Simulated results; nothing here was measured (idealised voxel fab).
A process module follows: voxel quadruple lines.
Cross-section cut: width 285 nm, square cells of 5 nm.
Cross-section = grid of square cells, listed top down in bands; band = one or more rows. Top, bottom (nm), then materials left to right with widths (nm); lone material tagged "all across" fills the whole band edge to edge; "air" = empty space. Measure heights from 0. That's the level where, below it, the as-received wafer is all one material. The lowest band is bottomless and extends downward; write it as in "top 0, no bottom". You'd read "30->40" like this: the band's top row of cells is as wide as the first number, its bottom row is as wide as the second, and going down, every row changes width by the same amount as the row before did. It should be understood that the words "nothing got changed", when stated for a given step, signify that the cross-section underwent no change in any of its cells during that step. Listed in "Completely sealed voids": every empty space of 8 or more cells without an open way to the top. Form: width x height at distance, the distance being from the left edge, all in nm. On each step's line, the part that comes after the settings is the simulator's own comment on the step. overlay nm: how far to the right of its planned place the mask lay on this masked step (negative: to the left).
Process steps - plan:
step 1: RECEIVE with material Si
step 2: CONFORMAL_DEP with material SiO2, thk nm 10
step 3: DIRECTIONAL_DEP with material W, thk nm 10
step 4: DIRECTIONAL_DEP with material polySi, thk nm 20
step 5: DIRECTIONAL_DEP with material aC, thk nm 20
step 6: PATTERN with tone cover, mask id MANDREL, material resist, width nm 20, pitch nm 80, thk nm 25, overlay nm 0
step 7: DIRECTIONAL_ETCH with etch materials aC, depth nm 20
step 8: STRIP with etch materials resist
step 9: CONFORMAL_DEP with material SiO2, thk nm 10
step 10: DIRECTIONAL_ETCH with etch materials SiO2, depth nm 10
step 11: STRIP with etch materials aC
step 12: DIRECTIONAL_ETCH with etch materials polySi, depth nm 20
step 13: STRIP with etch materials SiO2
step 14: CONFORMAL_DEP with material SiCN, thk nm 10
step 15: DIRECTIONAL_ETCH with etch materials SiCN, depth nm 10
step 16: STRIP with etch materials polySi
step 17: DIRECTIONAL_ETCH with etch materials W, depth nm 10
step 18: STRIP with etch materials SiCN
Heads up: all these wafers start the same, and what changes between them is the width nm in step 6. The value you see in the plan is just what the first wafer got.
Cross-section, first of several wafers, as delivered after step 1:
* top 0, no bottom  Si all across
* Completely sealed voids: none
Below: a row per wafer. Contents at end of module: for every material, cells gained since receipt (+) or lost since receipt (-); then closed voids:
width nm 20 | +114 SiO2 | +32 W | Completely sealed voids: none
width nm 25 | +114 SiO2 | +32 W | Completely sealed voids: none
width nm 30 | +114 SiO2 | +32 W | Completely sealed voids: none
width nm 35 | +114 SiO2 | +32 W | Completely sealed voids: none
width nm 40 | +114 SiO2 | +32 W | Completely sealed voids: none
width nm 45 | +114 SiO2 | +30 W | Completely sealed voids: none
